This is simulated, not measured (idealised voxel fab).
A process module follows: voxel capacitor over wiring.
190 nm wide, 5 nm square cells: that's cross-section cut.
Cross-section, as written here: a square-cell grid given band by band from the top down, where a band holds one or more rows of cells.
For a band, the entry starts with two heights in nm, that of the top and then that of the bottom, and carries on with the band's materials in order from left to right, each alongside its width in nm; the word "edge to edge" beside a single material means it fills the band edge to edge, and "blank" means empty space.
A quick word on heights: they are counted from 0, and under that level the wafer as it came to us is one material throughout. The lowest band is different from the rest in having no bottom; it simply continues downward, written as in "0 and below".
Quick explanation for "30 to 40": the width changes in equal steps down the rows of cells, from the first number in the band's top row to the second number in its bottom row.
Key: "no alterations made" - step with no changed cell in the cross-section.
The label "Listed closed voids" introduces a list of the empty spaces, 8 cells or larger, that have no open way up to the top; each entry in it reads width x height at distance, where the distance is taken from the left edge and all three are stated in nm.
Formally, on a step line, whatever follows the settings is a remark that the simulator itself makes on the step.
overlay nm: how far to the right of its planned place the mask lay on this masked step (negative: to the left).
### This section lists the process steps that were planned
step 1: RECEIVE, material Si
step 2: CONFORMAL_DEP, material SiO2, thk nm 15
step 3: CONFORMAL_DEP, material SiCN, thk nm 5
step 4: DIRECTIONAL_DEP, material lowk, thk nm 20
step 5: PATTERN, tone open, mask id METAL_1, material resist, width nm 30, pitch nm 95, thk nm 15, overlay nm -15
step 6: DIRECTIONAL_ETCH, etch materials lowk, depth nm 20
step 7: DIRECTIONAL_ETCH, etch materials SiCN, depth nm 5
step 8: STRIP, etch materials resist
step 9: CONFORMAL_DEP, material TiN, thk nm 5
step 10: FILL_DEP, material Ru, thk nm 5
step 11: CMP, height nm 40
step 12: EPI, material Ru, thk nm 5
step 13: FILL_DEP, material SiCN, thk nm 5
step 14: DIRECTIONAL_DEP, material SiO2, thk nm 10
step 15: PATTERN, tone open, mask id PLUG_1, material resist, width nm 15, thk nm 15, overlay nm 0
step 16: DIRECTIONAL_ETCH, etch materials SiO2, depth nm 10
step 17: DIRECTIONAL_ETCH, etch materials SiCN, depth nm 5
step 18: STRIP, etch materials resist
step 19: EPI, material Ru, thk nm 10
step 20: EPI, material Ru, thk nm 5
step 21: DIRECTIONAL_DEP, material TiN, thk nm 10
step 22: DIRECTIONAL_DEP, material HfO2, thk nm 5
step 23: DIRECTIONAL_DEP, material TiN, thk nm 5
step 24: PATTERN, tone cover, mask id UPPER_PLATE, material resist, width nm 70, thk nm 15, overlay nm 0
step 25: DIRECTIONAL_ETCH, etch materials TiN, depth nm 5
step 26: DIRECTIONAL_ETCH, etch materials HfO2, depth nm 5
step 27: STRIP, etch materials resist
step 28: MASKED_ETCH, tone cover, mask id LOWER_PLATE, width nm 80, etch materials TiN, depth nm 10, overlay nm 0
step 29: FILL_DEP, material SiO2, thk nm 15
step 30: CMP, height nm 90
step 31: DIRECTIONAL_DEP, material aC, thk nm 15
step 32: PATTERN, tone open, mask id PLUG_2, material resist, width nm 15, thk nm 35, overlay nm 0
step 33: DIRECTIONAL_ETCH, etch materials aC, depth nm 15
step 34: STRIP, etch materials resist
step 35: DIRECTIONAL_ETCH, etch materials SiO2, depth nm 10
step 36: STRIP, etch materials aC
step 37: CONFORMAL_DEP, material TiN, thk nm 5
step 38: FILL_DEP, material Ru, thk nm 5
step 39: CMP, height nm 90
step 40: CONFORMAL_DEP, material SiCN, thk nm 5
Don't read the plan's overlay nm for step 5 as applying to every wafer: that's the first wafer's value, and the wafers differ in it, though they all start identical.
### Cross-section of the first of several wafers as received (after step 1)
* 0 and below  Si edge to edge
* Listed closed voids: none
### First wafer of several, cross-section, module end, after step 40 (last)
* 95 down to 90  SiCN edge to edge
* 90 down to 85  55 nm SiO2 / 5 nm TiN / 5 nm Ru / 5 nm TiN / 120 nm SiO2
* 85 down to 75  55 to 45 nm SiO2 / 15 to 70 nm TiN / 120 to 75 nm SiO2
* 75 down to 70  45 nm SiO2 / 70 nm HfO2 / 75 nm SiO2
* 70 down to 60  40 nm SiO2 / 80 nm TiN / 70 nm SiO2
* 60 down to 50  45 nm SiO2 / 15 nm Ru / 130 nm SiO2
* 50 down to 45  45 nm SiCN / 15 nm Ru / 130 nm SiCN
* 45 down to 40  10 nm SiCN / 40 nm Ru / 55 nm SiCN / 40 nm Ru / 45 nm SiCN
* 40 down to 20  15 nm lowk / 5 nm TiN / 20 nm Ru / 5 nm TiN / 65 nm lowk / 5 nm TiN / 20 nm Ru / 5 nm TiN / 50 nm lowk
* 20 down to 15  15 nm SiCN / 30 nm TiN / 65 nm SiCN / 30 nm TiN / 50 nm SiCN
* 15 down to 0  SiO2 edge to edge
* 0 and below  Si edge to edge
* Listed closed voids: none
### A cross-section through the last wafer at the close of the module
* 95 down to 90  SiCN edge to edge
* 90 down to 85  55 nm SiO2 / 5 nm TiN / 5 nm Ru / 5 nm TiN / 120 nm SiO2
* 85 down to 75  55 to 45 nm SiO2 / 15 to 70 nm TiN / 120 to 75 nm SiO2
* 75 down to 70  45 nm SiO2 / 70 nm HfO2 / 75 nm SiO2
* 70 down to 60  40 nm SiO2 / 80 nm TiN / 70 nm SiO2
* 60 down to 50  45 nm SiO2 / 15 nm Ru / 130 nm SiO2
* 50 down to 45  45 nm SiCN / 15 nm Ru / 130 nm SiCN
* 45 down to 40  40 nm SiCN / 40 nm Ru / 55 nm SiCN / 40 nm Ru / 15 nm SiCN
* 40 down to 20  45 nm lowk / 5 nm TiN / 20 nm Ru / 5 nm TiN / 65 nm lowk / 5 nm TiN / 20 nm Ru / 5 nm TiN / 20 nm lowk
* 20 down to 15  45 nm SiCN / 30 nm TiN / 65 nm SiCN / 30 nm TiN / 20 nm SiCN
* 15 down to 0  SiO2 edge to edge
* 0 and below  Si edge to edge
* Listed closed voids: none
### The following table contains a row per wafer, in which are reported, at the conclusion of the module, the cells of each material gained (+) or lost (-) since the wafer's receipt, with its closed voids given thereafter
overlay nm -15; +14 HfO2; +58 Ru; +121 SiCN; +346 SiO2; +79 TiN; +104 lowk; Listed closed voids: none
overlay nm -10; +14 HfO2; +58 Ru; +121 SiCN; +346 SiO2; +79 TiN; +104 lowk; Listed closed voids: none
overlay nm -5; +14 HfO2; +58 Ru; +121 SiCN; +346 SiO2; +79 TiN; +104 lowk; Listed closed voids: none
overlay nm 0; +14 HfO2; +58 Ru; +121 SiCN; +346 SiO2; +79 TiN; +104 lowk; Listed closed voids: none
overlay nm 5; +14 HfO2; +58 Ru; +121 SiCN; +346 SiO2; +79 TiN; +104 lowk; Listed closed voids: none
overlay nm 10; +14 HfO2; +58 Ru; +121 SiCN; +346 SiO2; +79 TiN; +104 lowk; Listed closed voids: none
overlay nm 15; +14 HfO2; +58 Ru; +121 SiCN; +346 SiO2; +79 TiN; +104 lowk; Listed closed voids: none
